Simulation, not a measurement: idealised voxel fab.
Name of the process module below: voxel ribs on slabs
cross-section cut | 140 nm wide | cells 5 nm
When this document writes out a cross-section, it uses a grid of square cells and lists it as bands, beginning at the top and moving down, with a band standing for one or more rows of cells.
First you get the band's top height and its bottom height, in nm, and then the materials it's made of, left to right, with each width in nm. If you see a single material with "everywhere", that one covers the band edge to edge. "air" is empty space.
It should be noted that heights are counted from 0, beneath which the wafer as supplied is of one material throughout, and that the lowest band possesses no lower boundary but continues downward, as written in "z 0 and below".
The two numbers in a width such as "30 to 40" mark its ends across the band: the first belongs to the top row of cells, the second to the bottom row, and from each row to the next the width moves by the same amount.
The cross-section has no changed cell in any step marked "no modification".
"Closed-off voids": empty spaces of 8 cells or more with no open way to the top, each given as width x height at distance, distance from the left edge, all in nm.
Past the settings on a step's line: simulator remark, on that step.
What "overlay nm" on a step's line means: if the step has a mask, that mask lay this far to the right of its planned place, or, when the value is negative, to the left.

### The process steps that were planned are listed below
1 RECEIVE (material Si)
2 DIRECTIONAL_DEP (material SiO2; thk nm 20)
3 DIRECTIONAL_DEP (material SiN; thk nm 15)
4 DIRECTIONAL_DEP (material aC; thk nm 15)
5 PATTERN (tone cover; mask id RIB; material resist; width nm 25; thk nm 35; overlay nm 0)
6 DIRECTIONAL_ETCH (etch materials aC; depth nm 15)
7 STRIP (etch materials resist)
8 DIRECTIONAL_ETCH (etch materials SiN; depth nm 10)
9 STRIP (etch materials aC)
10 DIRECTIONAL_DEP (material aC; thk nm 10)
11 PATTERN (tone cover; mask id SLAB; material resist; width nm 75; thk nm 30; overlay nm 0)
12 DIRECTIONAL_ETCH (etch materials aC; depth nm 10)
13 STRIP (etch materials resist)
14 DIRECTIONAL_ETCH (etch materials SiN; depth nm 5)
15 STRIP (etch materials aC)
16 FILL_DEP (material SiO2; thk nm 20)
17 CMP (height nm 50)
18 DIRECTIONAL_DEP (material W; thk nm 10)
19 MASKED_ETCH (tone cover; mask id HEATER; width nm 35; etch materials W; depth nm 10; overlay nm 0)
20 CONFORMAL_DEP (material SiO2; thk nm 10)

### So this is the incoming wafer in cross-section - it's already been through step 1
    z 0 and below: Si everywhere
    Closed-off voids: none

### Cross-section taken at module completion on the first of two wafers; processed per the plan
    z 70 to 60: 40 of air  55 of SiO2  45 of air
    z 60 to 50: 50 of SiO2  35 of W  55 of SiO2
    z 50 to 35: SiO2 everywhere
    z 35 to 25: 55 of SiO2  25 of SiN  60 of SiO2
    z 25 to 20: 30 of SiO2  75 of SiN  35 of SiO2
    z 20 to 0: SiO2 everywhere
    z 0 and below: Si everywhere
    Closed-off voids: none

### Second wafer of the two, sectioned at the end of the module. It began like the first and followed the same plan, but one mistake was made while running it
    z 70 to 60: 40 of air  55 of SiO2  45 of air
    z 60 to 50: 50 of SiO2  35 of W  55 of SiO2
    z 50 to 40: SiO2 everywhere
    z 40 to 30: 55 of SiO2  25 of SiN  60 of SiO2
    z 30 to 20: SiN everywhere
    z 20 to 0: SiO2 everywhere
    z 0 and below: Si everywhere
    Closed-off voids: none
Short version of what went wrong: heads up, step 10 didn't go per plan, it actually ran as DIRECTIONAL_DEP (material SiN; thk nm 10)
Bottom line after processing is that, in cells, the second wafer is up or down on some materials versus the first: SiN: 41 more | SiO2: 41 fewer
